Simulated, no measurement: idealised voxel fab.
Herein follows the process module entitled voxel spacer lines.
For reference, the cross-section in this document is cut, with width 150 nm and square cells of 5 nm.
Cross-section format: a grid of square cells, given as bands from top to bottom; each band is one or more rows of cells. First you get the band's top height and its bottom height, in nm, and then the materials it's made of, left to right, with each width in nm. If you see a single material with "full width", that one covers the band edge to edge. "empty" is empty space. Where do heights start? At 0: under that level the wafer as delivered is made of one material only. And the lowest band has no floor; it just carries on downward, as in "0..down". It should be noted that a width expressed as "30->40" varies in equal increments from row to row of cells within the band, taking the value of the first number at the top row and that of the second number at the bottom row. Given "identical to before" for a step, no cell of the cross-section differs between before and after that step. The entry "Trapped voids" lists the empty spaces that cover at least 8 cells and have no open path to the top. Each is written as width x height at distance, where the distance is measured from the left edge and all three values are in nm. That trailing text on a step's line, after the settings, is the simulator's own remark on the step. overlay nm: step with mask; distance mask lay right of planned place; negative value = left of planned place.

This section lists the process steps that were planned
- 1: RECEIVE: material Si
- 2: CONFORMAL_DEP: material Al2O3, thk nm 10
- 3: DIRECTIONAL_DEP: material TiN, thk nm 15
- 4: DIRECTIONAL_DEP: material polySi, thk nm 30
- 5: PATTERN: tone cover, mask id MANDREL, material resist, width nm 20, pitch nm 60, thk nm 40, overlay nm 0
- 6: DIRECTIONAL_ETCH: etch materials polySi, depth nm 30
- 7: STRIP: etch materials resist
- 8: CONFORMAL_DEP: material SiN, thk nm 10
- 9: DIRECTIONAL_ETCH: etch materials SiN, depth nm 10
- 10: STRIP: etch materials polySi
- 11: DIRECTIONAL_ETCH: etch materials TiN, depth nm 15
- 12: STRIP: etch materials SiN
- 13: FILL_DEP: material lowk, thk nm 10
- 14: CMP: height nm 25

First of two wafers - as planned

Cross-sectional view of the wafer in its as-received condition, corresponding to the state after step 1
  0..down = Si full width
  Trapped voids: none

Upon completion of step 2, the wafer appears in cross-section as shown
  10..0 = Al2O3 full width
  below 0: unchanged

Upon completion of step 3, the wafer appears in cross-section as shown
  25..10 = TiN full width
  below 10: unchanged

Upon completion of step 4, the wafer appears in cross-section as shown
  55..25 = polySi full width
  below 25: unchanged

Upon completion of step 5, the wafer appears in cross-section as shown
  95..55 = empty (35), resist (20), empty (40), resist (20), empty (35)
  below 55: unchanged

Upon completion of step 6, the wafer appears in cross-section as shown
  95..55 = empty (35), resist (20), empty (40), resist (20), empty (35)
  55..25 = empty (35), polySi (20), empty (40), polySi (20), empty (35)
  below 25: unchanged

Upon completion of step 7, the wafer appears in cross-section as shown
  55..25 = empty (35), polySi (20), empty (40), polySi (20), empty (35)
  below 25: unchanged

Upon completion of step 8, the wafer appears in cross-section as shown
  65..55 = empty (25), SiN (40), empty (20), SiN (40), empty (25)
  55..35 = empty (25), SiN (10), polySi (20), SiN (10), empty (20), SiN (10), polySi (20), SiN (10), empty (25)
  35..25 = SiN (35), polySi (20), SiN (40), polySi (20), SiN (35)
  below 25: unchanged

Upon completion of step 9, the wafer appears in cross-section as shown
  55..25 = empty (25), SiN (10), polySi (20), SiN (10), empty (20), SiN (10), polySi (20), SiN (10), empty (25)
  below 25: unchanged

Upon completion of step 10, the wafer appears in cross-section as shown
  55..25 = empty (25), SiN (10), empty (20), SiN (10), empty (20), SiN (10), empty (20), SiN (10), empty (25)
  below 25: unchanged

Upon completion of step 11, the wafer appears in cross-section as shown
  55..25 = empty (25), SiN (10), empty (20), SiN (10), empty (20), SiN (10), empty (20), SiN (10), empty (25)
  25..10 = empty (25), TiN (10), empty (20), TiN (10), empty (20), TiN (10), empty (20), TiN (10), empty (25)
  below 10: unchanged

Upon completion of step 12, the wafer appears in cross-section as shown
  25..10 = empty (25), TiN (10), empty (20), TiN (10), empty (20), TiN (10), empty (20), TiN (10), empty (25)
  below 10: unchanged

Upon completion of step 13, the wafer appears in cross-section as shown
  35..25 = lowk full width
  25..10 = lowk (25), TiN (10), lowk (20), TiN (10), lowk (20), TiN (10), lowk (20), TiN (10), lowk (25)
  below 10: unchanged

Upon completion of step 14, the wafer appears in cross-section as shown
  25..10 = lowk (25), TiN (10), lowk (20), TiN (10), lowk (20), TiN (10), lowk (20), TiN (10), lowk (25)
  below 10: unchanged

The second wafer was prepared from the same starting point and under the same plan as the first; its processing contained one mistake, and it remains indistinguishable from the first wafer up to and including step 4

Cross-section of the second wafer when, according to plan, step 5 should have finished
  95..55 = empty (40), resist (15), empty (45), resist (15), empty (35)
  below 55: unchanged

Cross-section of the second wafer when, according to plan, step 6 should have finished
  95..55 = empty (40), resist (15), empty (45), resist (15), empty (35)
  55..25 = empty (40), polySi (15), empty (45), polySi (15), empty (35)
  below 25: unchanged

Cross-section of the second wafer when, according to plan, step 7 should have finished
  55..25 = empty (40), polySi (15), empty (45), polySi (15), empty (35)
  below 25: unchanged

Cross-section of the second wafer when, according to plan, step 8 should have finished
  65..55 = empty (30), SiN (35), empty (25), SiN (35), empty (25)
  55..35 = empty (30), SiN (10), polySi (15), SiN (10), empty (25), SiN (10), polySi (15), SiN (10), empty (25)
  35..25 = SiN (40), polySi (15), SiN (45), polySi (15), SiN (35)
  below 25: unchanged

Cross-section of the second wafer when, according to plan, step 9 should have finished
  55..25 = empty (30), SiN (10), polySi (15), SiN (10), empty (25), SiN (10), polySi (15), SiN (10), empty (25)
  below 25: unchanged

Cross-section of the second wafer when, according to plan, step 10 should have finished
  55..25 = empty (30), SiN (10), empty (15), SiN (10), empty (25), SiN (10), empty (15), SiN (10), empty (25)
  below 25: unchanged

Cross-section of the second wafer when, according to plan, step 11 should have finished
  55..25 = empty (30), SiN (10), empty (15), SiN (10), empty (25), SiN (10), empty (15), SiN (10), empty (25)
  25..10 = empty (30), TiN (10), empty (15), TiN (10), empty (25), TiN (10), empty (15), TiN (10), empty (25)
  below 10: unchanged

Cross-section of the second wafer when, according to plan, step 12 should have finished
  25..10 = empty (30), TiN (10), empty (15), TiN (10), empty (25), TiN (10), empty (15), TiN (10), empty (25)
  below 10: unchanged

Cross-section of the second wafer when, according to plan, step 13 should have finished
  35..25 = lowk full width
  25..10 = lowk (30), TiN (10), lowk (15), TiN (10), lowk (25), TiN (10), lowk (15), TiN (10), lowk (25)
  below 10: unchanged

Cross-section of the second wafer when, according to plan, step 14 should have finished
  25..10 = lowk (30), TiN (10), lowk (15), TiN (10), lowk (25), TiN (10), lowk (15), TiN (10), lowk (25)
  below 10: unchanged
Want to know what went wrong? so step 5 ended up running with a different setting than we planned, it ran as PATTERN: tone cover, mask id MANDREL, material resist, width nm 15, pitch nm 60, thk nm 40, overlay nm 0
Comparing end states, the material composition by cell count is preserved from the first wafer to the second, while the locations of the cells are not.
